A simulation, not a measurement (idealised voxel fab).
The process module presented herein is designated voxel spacer lines.
Pictured: cross-section cut, 195 nm wide, on a grid of 5 nm square cells.
Reading order for cross-sections: top band down to bottom band. Underlying form: a grid of square cells. Band size: one or more rows of cells.
Band entry format. Leading values: height of top, height of bottom, nm. Remainder: materials in left-to-right order, each with its width in nm. Special words: "everywhere" on a single material, which then fills the band edge to edge; "blank", empty space.
Zero point of the height axis is 0; under it, received wafer = one material. Lowest band: continues down indefinitely, "0 -> down".
Read "30 to 40" as a graded width: first number on top, second number at the bottom, same change between each pair of neighbouring rows.
Where a step carries "left unchanged", the cross-section came out of it unchanged, cell for cell.
"Sealed internal voids" contains a list of empty spaces, each no smaller than 8 cells and without an open way to the top, written in the form width x height at distance with the distance from the left edge and all three in nm.
Note: text after step settings on the step line = simulator remark on that step.
"overlay nm" denotes, for a step that has a mask, the displacement of the mask to the right of its planned place, with negative values corresponding to the left.

-- Process steps (planned)
| 1 | RECEIVE [material Si] |
| 2 | CONFORMAL_DEP [material Al2O3] [thk nm 10] |
| 3 | DIRECTIONAL_DEP [material W] [thk nm 15] |
| 4 | DIRECTIONAL_DEP [material polySi] [thk nm 25] |
| 5 | PATTERN [tone cover] [mask id MANDREL] [material resist] [width nm 20] [pitch nm 60] [thk nm 30] [overlay nm 0] |
| 6 | DIRECTIONAL_ETCH [etch materials polySi] [depth nm 25] |
| 7 | STRIP [etch materials resist] |
| 8 | CONFORMAL_DEP [material SiO2] [thk nm 10] |
| 9 | DIRECTIONAL_ETCH [etch materials SiO2] [depth nm 10] |
| 10 | STRIP [etch materials polySi] |
| 11 | DIRECTIONAL_ETCH [etch materials W] [depth nm 15] |
| 12 | STRIP [etch materials SiO2] |

-- Incoming wafer in cross-section (state: after step 1)
* 0 -> down: Si everywhere
* Sealed internal voids: none

-- Wafer cross-section at end of module: start and plan as shown above, one execution error
* 50 -> 45: 25 of blank, 20 of polySi, 40 of blank, 20 of polySi, 40 of blank, 20 of polySi, 30 of blank
* 45 -> 25: 15 of blank, 10 of W, 20 of polySi, 10 of W, 20 of blank, 10 of W, 20 of polySi, 10 of W, 20 of blank, 10 of W, 20 of polySi, 10 of W, 20 of blank
* 25 -> 20: 15 of blank, 40 of W, 20 of blank, 40 of W, 20 of blank, 40 of W, 20 of blank
* 20 -> 10: W everywhere
* 10 -> 0: Al2O3 everywhere
* 0 -> down: Si everywhere
* Sealed internal voids: none
Against the plan, the run slipped here: step 8 went in with a setting other than planned; the actual run was CONFORMAL_DEP [material W] [thk nm 10]
